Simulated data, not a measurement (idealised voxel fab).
process module | voxel air gaps
cross-section cut | 295 nm wide | cells 5 nm
A cross-section is a grid of square cells, given in bands from the top down. A band is one or more rows of cells.
Each band's line starts with the height of the band's top and of its bottom, in nm. Then come its materials from left to right, each with its width in nm. One material with "throughout" fills the band from edge to edge. "air" is empty space.
Height 0 is the level under which the wafer as received is all one material. The lowest band goes on downwards, as in "0 down".
A width such as "30 to 40" changes by the same amount from each row of cells to the next, from the band's top row to its bottom row.
"no change" after a step means that no cell of the cross-section changed.
closed voids: empty space of 8 cells or more with no open way to the top, each as width x height at its distance from the left edge, in nm
after a step's settings: what the simulator itself notes on the step
overlay nm, on a step with a mask: how far to the right of its planned place the mask lay; to the left if negative
plan
1 op RECEIVE | material Si
2 op CONFORMAL_DEP | material SiO2 | thk nm 10
3 op CONFORMAL_DEP | material SiCN | thk nm 5
4 op DIRECTIONAL_DEP | material SiO2 | thk nm 30
5 op PATTERN | tone open | mask id LINES | material resist | width nm 25 | pitch nm 55 | thk nm 15 | overlay nm 0
6 op DIRECTIONAL_ETCH | etch materials SiO2 | depth nm 30
7 op STRIP | etch materials resist
8 op CONFORMAL_DEP | material TiN | thk nm 5
9 op FILL_DEP | material Ru | thk nm 5
10 op CMP | height nm 45
11 op EPI | material Ru | thk nm 10
12 op SELECTIVE_ETCH | etch materials SiO2 | depth nm 40
13 op CONFORMAL_DEP | material SiCN | thk nm 5
first wafer, as planned
as received, after step 1
  0 down: Si throughout
  closed voids: none
after step 2
  10 to 0: SiO2 throughout
  below 0: unchanged
after step 3
  15 to 10: SiCN throughout
  below 10: unchanged
after step 4
  45 to 15: SiO2 throughout
  below 15: unchanged
after step 5
  60 to 45: resist 50 | air 25 | resist 30 | air 25 | resist 30 | air 25 | resist 30 | air 25 | resist 55
  below 45: unchanged
after step 6
  60 to 45: resist 50 | air 25 | resist 30 | air 25 | resist 30 | air 25 | resist 30 | air 25 | resist 55
  45 to 15: SiO2 50 | air 25 | SiO2 30 | air 25 | SiO2 30 | air 25 | SiO2 30 | air 25 | SiO2 55
  below 15: unchanged
after step 7
  45 to 15: SiO2 50 | air 25 | SiO2 30 | air 25 | SiO2 30 | air 25 | SiO2 30 | air 25 | SiO2 55
  below 15: unchanged
after step 8
  50 to 45: TiN 55 | air 15 | TiN 40 | air 15 | TiN 40 | air 15 | TiN 40 | air 15 | TiN 60
  45 to 20: SiO2 50 | TiN 5 | air 15 | TiN 5 | SiO2 30 | TiN 5 | air 15 | TiN 5 | SiO2 30 | TiN 5 | air 15 | TiN 5 | SiO2 30 | TiN 5 | air 15 | TiN 5 | SiO2 55
  20 to 15: SiO2 50 | TiN 25 | SiO2 30 | TiN 25 | SiO2 30 | TiN 25 | SiO2 30 | TiN 25 | SiO2 55
  below 15: unchanged
after step 9
  55 to 50: Ru throughout
  50 to 45: TiN 55 | Ru 15 | TiN 40 | Ru 15 | TiN 40 | Ru 15 | TiN 40 | Ru 15 | TiN 60
  45 to 20: SiO2 50 | TiN 5 | Ru 15 | TiN 5 | SiO2 30 | TiN 5 | Ru 15 | TiN 5 | SiO2 30 | TiN 5 | Ru 15 | TiN 5 | SiO2 30 | TiN 5 | Ru 15 | TiN 5 | SiO2 55
  below 20: unchanged
after step 10
  45 to 20: SiO2 50 | TiN 5 | Ru 15 | TiN 5 | SiO2 30 | TiN 5 | Ru 15 | TiN 5 | SiO2 30 | TiN 5 | Ru 15 | TiN 5 | SiO2 30 | TiN 5 | Ru 15 | TiN 5 | SiO2 55
  below 20: unchanged
after step 11
  55 to 45: air 40 | Ru 45 | air 10 | Ru 45 | air 10 | Ru 45 | air 10 | Ru 45 | air 45
  below 45: unchanged
after step 12
  55 to 45: air 40 | Ru 45 | air 10 | Ru 45 | air 10 | Ru 45 | air 10 | Ru 45 | air 45
  45 to 20: air 50 | TiN 5 | Ru 15 | TiN 5 | air 30 | TiN 5 | Ru 15 | TiN 5 | air 30 | TiN 5 | Ru 15 | TiN 5 | air 30 | TiN 5 | Ru 15 | TiN 5 | air 55
  20 to 15: air 50 | TiN 25 | air 30 | TiN 25 | air 30 | TiN 25 | air 30 | TiN 25 | air 55
  below 15: unchanged
after step 13
  60 to 55: air 35 | SiCN 220 | air 40
  55 to 45: air 35 | SiCN 5 | Ru 45 | SiCN 10 | Ru 45 | SiCN 10 | Ru 45 | SiCN 10 | Ru 45 | SiCN 5 | air 40
  45 to 40: air 35 | SiCN 15 | TiN 5 | Ru 15 | TiN 5 | SiCN 30 | TiN 5 | Ru 15 | TiN 5 | SiCN 30 | TiN 5 | Ru 15 | TiN 5 | SiCN 30 | TiN 5 | Ru 15 | TiN 5 | SiCN 15 | air 40
  40 to 20: air 45 | SiCN 5 | TiN 5 | Ru 15 | TiN 5 | SiCN 5 | air 20 | SiCN 5 | TiN 5 | Ru 15 | TiN 5 | SiCN 5 | air 20 | SiCN 5 | TiN 5 | Ru 15 | TiN 5 | SiCN 5 | air 20 | SiCN 5 | TiN 5 | Ru 15 | TiN 5 | SiCN 5 | air 50
  20 to 15: SiCN 50 | TiN 25 | SiCN 30 | TiN 25 | SiCN 30 | TiN 25 | SiCN 30 | TiN 25 | SiCN 55
  below 15: unchanged
  closed voids: 20 x 20 at 80; 20 x 20 at 135; 20 x 20 at 190
second wafer: like start, like plan, one mistake. Through step 12 it matches the first wafer
when step 13 should have ended: no change
what went wrong: step 13 was left out
at the end the second wafer has, in cells: 155 fewer of SiCN
closed voids at the end (first wafer, second wafer): 3, 0
